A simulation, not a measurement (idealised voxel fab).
Presented below is a process module, voxel capacitor over wiring.
Shown is cross-section cut, with a width of 250 nm and square cells of size 5 nm.
Just so we're on the same page, the cross-sections are grids of square cells, and they're listed out in bands top to bottom, each band one or more rows deep. Each band's line starts with the height of the band's top and of its bottom, in nm. Then come its materials from left to right, each with its width in nm. One material with "edge to edge" fills the band from edge to edge. "air" is empty space. Heads up on the height convention: 0 is the point under which the incoming wafer is all one material, and the lowest band has no bottom, it just keeps going down, like "0 down". Top row gets the first number, bottom row gets the second, and each row in between changes by the same step: that is how a band width like "30->40" works. Any step labelled "stayed the same" changed none of the cells in the cross-section. Reported under the label "Tabulated closed voids" are the empty spaces having no open way to the top and comprising 8 cells or more; the notation for each is width x height at distance, in which the distance is measured from the left edge and all three values are in nm. Step line, after settings: the simulator's comment on this step. overlay nm: right-of-plan distance of the mask on a masked step; negative values mean left-of-plan.

### This section lists the process steps that were planned
1. RECEIVE: material Si
2. CONFORMAL_DEP: material SiO2, thk nm 15
3. CONFORMAL_DEP: material SiCN, thk nm 5
4. DIRECTIONAL_DEP: material lowk, thk nm 15
5. DIRECTIONAL_DEP: material aC, thk nm 15
6. PATTERN: tone open, mask id METAL_1, material resist, width nm 30, pitch nm 90, thk nm 30, overlay nm 0
7. DIRECTIONAL_ETCH: etch materials aC, depth nm 15
8. STRIP: etch materials resist
9. DIRECTIONAL_ETCH: etch materials lowk, depth nm 15
10. DIRECTIONAL_ETCH: etch materials SiCN, depth nm 5
11. STRIP: etch materials aC
12. CONFORMAL_DEP: material TiN, thk nm 5
13. FILL_DEP: material Cu, thk nm 10
14. CMP: height nm 35
15. CONFORMAL_DEP: material SiCN, thk nm 5
16. DIRECTIONAL_DEP: material SiO2, thk nm 15
17. MASKED_ETCH: tone open, mask id PLUG_1, width nm 15, etch materials SiO2, depth nm 15, overlay nm 0
18. MASKED_ETCH: tone open, mask id PLUG_1, width nm 15, etch materials SiCN, depth nm 5, overlay nm 0
19. EPI: material Ru, thk nm 10
20. EPI: material Ru, thk nm 10
21. DIRECTIONAL_DEP: material TiN, thk nm 10
22. DIRECTIONAL_DEP: material Al2O3, thk nm 5
23. DIRECTIONAL_DEP: material TiN, thk nm 10
24. MASKED_ETCH: tone cover, mask id UPPER_PLATE, width nm 65, etch materials TiN, depth nm 10, overlay nm 0
25. MASKED_ETCH: tone cover, mask id UPPER_PLATE, width nm 65, etch materials Al2O3, depth nm 5, overlay nm 0
26. PATTERN: tone cover, mask id LOWER_PLATE, material resist, width nm 75, thk nm 20, overlay nm 0
27. DIRECTIONAL_ETCH: etch materials TiN, depth nm 10
28. STRIP: etch materials resist
29. FILL_DEP: material SiO2, thk nm 15
30. CMP: height nm 90
31. PATTERN: tone open, mask id PLUG_2, material resist, width nm 15, thk nm 15, overlay nm 0
32. DIRECTIONAL_ETCH: etch materials SiO2, depth nm 10
33. STRIP: etch materials resist
34. CONFORMAL_DEP: material TiN, thk nm 5
35. FILL_DEP: material Ru, thk nm 5
36. CMP: height nm 90
37. CONFORMAL_DEP: material SiCN, thk nm 5

### Account of the first of two wafers, which was processed as intended

### Shown in cross-section is the wafer as received, that is, as it stands after step 1
  0 down  Si edge to edge
  Tabulated closed voids: none

### State of the wafer after step 2, shown in cross-section
  15 to 0  SiO2 edge to edge
  Everything below 0 is unchanged.

### State of the wafer after step 3, shown in cross-section
  20 to 15  SiCN edge to edge
  Everything below 15 is unchanged.

### State of the wafer after step 4, shown in cross-section
  35 to 20  lowk edge to edge
  Everything below 20 is unchanged.

### State of the wafer after step 5, shown in cross-section
  50 to 35  aC edge to edge
  Everything below 35 is unchanged.

### State of the wafer after step 6, shown in cross-section
  80 to 50  resist 65  air 30  resist 60  air 30  resist 65
  Everything below 50 is unchanged.

### State of the wafer after step 7, shown in cross-section
  65 to 50  resist 65  air 30  resist 60  air 30  resist 65
  50 to 35  aC 65  air 30  aC 60  air 30  aC 65
  Everything below 35 is unchanged.

### State of the wafer after step 8, shown in cross-section
  50 to 35  aC 65  air 30  aC 60  air 30  aC 65
  Everything below 35 is unchanged.

### State of the wafer after step 9, shown in cross-section
  50 to 35  aC 65  air 30  aC 60  air 30  aC 65
  35 to 20  lowk 65  air 30  lowk 60  air 30  lowk 65
  Everything below 20 is unchanged.

### State of the wafer after step 10, shown in cross-section
  50 to 35  aC 65  air 30  aC 60  air 30  aC 65
  35 to 20  lowk 65  air 30  lowk 60  air 30  lowk 65
  20 to 15  SiCN 65  air 30  SiCN 60  air 30  SiCN 65
  Everything below 15 is unchanged.

### State of the wafer after step 11, shown in cross-section
  35 to 20  lowk 65  air 30  lowk 60  air 30  lowk 65
  Everything below 20 is unchanged.

### State of the wafer after step 12, shown in cross-section
  40 to 35  TiN 70  air 20  TiN 70  air 20  TiN 70
  35 to 20  lowk 65  TiN 5  air 20  TiN 5  lowk 60  TiN 5  air 20  TiN 5  lowk 65
  20 to 15  SiCN 65  TiN 30  SiCN 60  TiN 30  SiCN 65
  Everything below 15 is unchanged.

### State of the wafer after step 13, shown in cross-section
  50 to 40  Cu edge to edge
  40 to 35  TiN 70  Cu 20  TiN 70  Cu 20  TiN 70
  35 to 20  lowk 65  TiN 5  Cu 20  TiN 5  lowk 60  TiN 5  Cu 20  TiN 5  lowk 65
  Everything below 20 is unchanged.

### State of the wafer after step 14, shown in cross-section
  35 to 20  lowk 65  TiN 5  Cu 20  TiN 5  lowk 60  TiN 5  Cu 20  TiN 5  lowk 65
  Everything below 20 is unchanged.

### State of the wafer after step 15, shown in cross-section
  40 to 35  SiCN edge to edge
  Everything below 35 is unchanged.

### State of the wafer after step 16, shown in cross-section
  55 to 40  SiO2 edge to edge
  Everything below 40 is unchanged.

### State of the wafer after step 17, shown in cross-section
  55 to 40  SiO2 80  air 15  SiO2 155
  Everything below 40 is unchanged.

### State of the wafer after step 18, shown in cross-section
  55 to 40  SiO2 80  air 15  SiO2 155
  40 to 35  SiCN 80  air 15  SiCN 155
  Everything below 35 is unchanged.

### State of the wafer after step 19, shown in cross-section
  55 to 45  SiO2 80  air 15  SiO2 155
  45 to 40  SiO2 80  Ru 15  SiO2 155
  40 to 35  SiCN 80  Ru 15  SiCN 155
  Everything below 35 is unchanged.

### State of the wafer after step 20, shown in cross-section
  55 to 40  SiO2 80  Ru 15  SiO2 155
  Everything below 40 is unchanged.

### State of the wafer after step 21, shown in cross-section
  65 to 55  TiN edge to edge
  Everything below 55 is unchanged.

### State of the wafer after step 22, shown in cross-section
  70 to 65  Al2O3 edge to edge
  Everything below 65 is unchanged.

### State of the wafer after step 23, shown in cross-section
  80 to 70  TiN edge to edge
  Everything below 70 is unchanged.

### State of the wafer after step 24, shown in cross-section
  80 to 70  air 80  TiN 65  air 105
  Everything below 70 is unchanged.

### State of the wafer after step 25, shown in cross-section
  80 to 70  air 80  TiN 65  air 105
  70 to 65  air 80  Al2O3 65  air 105
  Everything below 65 is unchanged.

### State of the wafer after step 26, shown in cross-section
  100 to 80  air 75  resist 75  air 100
  80 to 70  air 75  resist 5  TiN 65  resist 5  air 100
  70 to 65  air 75  resist 5  Al2O3 65  resist 5  air 100
  Everything below 65 is unchanged.

### State of the wafer after step 27, shown in cross-section
  100 to 80  air 75  resist 75  air 100
  80 to 70  air 75  resist 5  TiN 65  resist 5  air 100
  70 to 65  air 75  resist 5  Al2O3 65  resist 5  air 100
  65 to 55  air 75  TiN 75  air 100
  Everything below 55 is unchanged.

### State of the wafer after step 28, shown in cross-section
  80 to 70  air 80  TiN 65  air 105
  70 to 65  air 80  Al2O3 65  air 105
  Everything below 65 is unchanged.

### State of the wafer after step 29, shown in cross-section
  95 to 80  SiO2 edge to edge
  80 to 70  SiO2 80  TiN 65  SiO2 105
  70 to 65  SiO2 80  Al2O3 65  SiO2 105
  65 to 55  SiO2 75  TiN 75  SiO2 100
  Everything below 55 is unchanged.

### State of the wafer after step 30, shown in cross-section
  90 to 80  SiO2 edge to edge
  Everything below 80 is unchanged.

### State of the wafer after step 31, shown in cross-section
  105 to 90  resist 90  air 15  resist 145
  Everything below 90 is unchanged.

### State of the wafer after step 32, shown in cross-section
  105 to 90  resist 90  air 15  resist 145
  90 to 80  SiO2 90  air 15  SiO2 145
  Everything below 80 is unchanged.

### State of the wafer after step 33, shown in cross-section
  90 to 80  SiO2 90  air 15  SiO2 145
  Everything below 80 is unchanged.

### State of the wafer after step 34, shown in cross-section
  95 to 90  TiN 95  air 5  TiN 150
  90 to 85  SiO2 90  TiN 5  air 5  TiN 5  SiO2 145
  85 to 80  SiO2 90  TiN 15  SiO2 145
  Everything below 80 is unchanged.

### State of the wafer after step 35, shown in cross-section
  100 to 95  Ru edge to edge
  95 to 90  TiN 95  Ru 5  TiN 150
  90 to 85  SiO2 90  TiN 5  Ru 5  TiN 5  SiO2 145
  Everything below 85 is unchanged.

### State of the wafer after step 36, shown in cross-section
  90 to 85  SiO2 90  TiN 5  Ru 5  TiN 5  SiO2 145
  Everything below 85 is unchanged.

### State of the wafer after step 37, shown in cross-section
  95 to 90  SiCN edge to edge
  Everything below 90 is unchanged.

### Wafer two. Same start, same plan, one slip in execution. Same as wafer one through step 5, inclusive

### At the planned end of step 6, the second wafer in cross-section
  80 to 50  resist 70  air 25  resist 65  air 25  resist 65
  Everything below 50 is unchanged.

### At the planned end of step 7, the second wafer in cross-section
  65 to 50  resist 70  air 25  resist 65  air 25  resist 65
  50 to 35  aC 70  air 25  aC 65  air 25  aC 65
  Everything below 35 is unchanged.

### At the planned end of step 8, the second wafer in cross-section
  50 to 35  aC 70  air 25  aC 65  air 25  aC 65
  Everything below 35 is unchanged.

### At the planned end of step 9, the second wafer in cross-section
  50 to 35  aC 70  air 25  aC 65  air 25  aC 65
  35 to 20  lowk 70  air 25  lowk 65  air 25  lowk 65
  Everything below 20 is unchanged.

### At the planned end of step 10, the second wafer in cross-section
  50 to 35  aC 70  air 25  aC 65  air 25  aC 65
  35 to 20  lowk 70  air 25  lowk 65  air 25  lowk 65
  20 to 15  SiCN 70  air 25  SiCN 65  air 25  SiCN 65
  Everything below 15 is unchanged.

### At the planned end of step 11, the second wafer in cross-section
  35 to 20  lowk 70  air 25  lowk 65  air 25  lowk 65
  Everything below 20 is unchanged.

### At the planned end of step 12, the second wafer in cross-section
  40 to 35  TiN 75  air 15  TiN 75  air 15  TiN 70
  35 to 20  lowk 70  TiN 5  air 15  TiN 5  lowk 65  TiN 5  air 15  TiN 5  lowk 65
  20 to 15  SiCN 70  TiN 25  SiCN 65  TiN 25  SiCN 65
  Everything below 15 is unchanged.

### At the planned end of step 13, the second wafer in cross-section
  50 to 40  Cu edge to edge
  40 to 35  TiN 75  Cu 15  TiN 75  Cu 15  TiN 70
  35 to 20  lowk 70  TiN 5  Cu 15  TiN 5  lowk 65  TiN 5  Cu 15  TiN 5  lowk 65
  Everything below 20 is unchanged.

### At the planned end of step 14, the second wafer in cross-section
  35 to 20  lowk 70  TiN 5  Cu 15  TiN 5  lowk 65  TiN 5  Cu 15  TiN 5  lowk 65
  Everything below 20 is unchanged.

### At the planned end of step 15, the second wafer in cross-section
  40 to 35  SiCN edge to edge
  Everything below 35 is unchanged.

### At the planned end of step 16, the second wafer in cross-section
  55 to 40  SiO2 edge to edge
  Everything below 40 is unchanged.

### At the planned end of step 17, the second wafer in cross-section
  55 to 40  SiO2 80  air 15  SiO2 155
  Everything below 40 is unchanged.

### At the planned end of step 18, the second wafer in cross-section
  55 to 40  SiO2 80  air 15  SiO2 155
  40 to 35  SiCN 80  air 15  SiCN 155
  Everything below 35 is unchanged.

### At the planned end of step 19, the second wafer in cross-section
  55 to 45  SiO2 80  air 15  SiO2 155
  45 to 40  SiO2 80  Ru 15  SiO2 155
  40 to 35  SiCN 80  Ru 15  SiCN 155
  Everything below 35 is unchanged.

### At the planned end of step 20, the second wafer in cross-section
  55 to 40  SiO2 80  Ru 15  SiO2 155
  Everything below 40 is unchanged.

### At the planned end of step 21, the second wafer in cross-section
  65 to 55  TiN edge to edge
  Everything below 55 is unchanged.

### At the planned end of step 22, the second wafer in cross-section
  70 to 65  Al2O3 edge to edge
  Everything below 65 is unchanged.

### At the planned end of step 23, the second wafer in cross-section
  80 to 70  TiN edge to edge
  Everything below 70 is unchanged.

### At the planned end of step 24, the second wafer in cross-section
  80 to 70  air 80  TiN 65  air 105
  Everything below 70 is unchanged.

### At the planned end of step 25, the second wafer in cross-section
  80 to 70  air 80  TiN 65  air 105
  70 to 65  air 80  Al2O3 65  air 105
  Everything below 65 is unchanged.

### At the planned end of step 26, the second wafer in cross-section
  100 to 80  air 75  resist 75  air 100
  80 to 70  air 75  resist 5  TiN 65  resist 5  air 100
  70 to 65  air 75  resist 5  Al2O3 65  resist 5  air 100
  Everything below 65 is unchanged.

### At the planned end of step 27, the second wafer in cross-section
  100 to 80  air 75  resist 75  air 100
  80 to 70  air 75  resist 5  TiN 65  resist 5  air 100
  70 to 65  air 75  resist 5  Al2O3 65  resist 5  air 100
  65 to 55  air 75  TiN 75  air 100
  Everything below 55 is unchanged.

### At the planned end of step 28, the second wafer in cross-section
  80 to 70  air 80  TiN 65  air 105
  70 to 65  air 80  Al2O3 65  air 105
  Everything below 65 is unchanged.

### At the planned end of step 29, the second wafer in cross-section
  95 to 80  SiO2 edge to edge
  80 to 70  SiO2 80  TiN 65  SiO2 105
  70 to 65  SiO2 80  Al2O3 65  SiO2 105
  65 to 55  SiO2 75  TiN 75  SiO2 100
  Everything below 55 is unchanged.

### At the planned end of step 30, the second wafer in cross-section
  90 to 80  SiO2 edge to edge
  Everything below 80 is unchanged.

### At the planned end of step 31, the second wafer in cross-section
  105 to 90  resist 90  air 15  resist 145
  Everything below 90 is unchanged.

### At the planned end of step 32, the second wafer in cross-section
  105 to 90  resist 90  air 15  resist 145
  90 to 80  SiO2 90  air 15  SiO2 145
  Everything below 80 is unchanged.

### At the planned end of step 33, the second wafer in cross-section
  90 to 80  SiO2 90  air 15  SiO2 145
  Everything below 80 is unchanged.

### At the planned end of step 34, the second wafer in cross-section
  95 to 90  TiN 95  air 5  TiN 150
  90 to 85  SiO2 90  TiN 5  air 5  TiN 5  SiO2 145
  85 to 80  SiO2 90  TiN 15  SiO2 145
  Everything below 80 is unchanged.

### At the planned end of step 35, the second wafer in cross-section
  100 to 95  Ru edge to edge
  95 to 90  TiN 95  Ru 5  TiN 150
  90 to 85  SiO2 90  TiN 5  Ru 5  TiN 5  SiO2 145
  Everything below 85 is unchanged.

### At the planned end of step 36, the second wafer in cross-section
  90 to 85  SiO2 90  TiN 5  Ru 5  TiN 5  SiO2 145
  Everything below 85 is unchanged.

### At the planned end of step 37, the second wafer in cross-section
  95 to 90  SiCN edge to edge
  Everything below 90 is unchanged.
What broke from the plan during processing? step 6 off recipe, ran as PATTERN: tone open, mask id METAL_1, material resist, width nm 25, pitch nm 90, thk nm 30, overlay nm 0
Final wafer comparison in cells, second versus first, more or fewer per material: 6 fewer of Cu | 2 more of SiCN | 2 fewer of TiN | 6 more of lowk
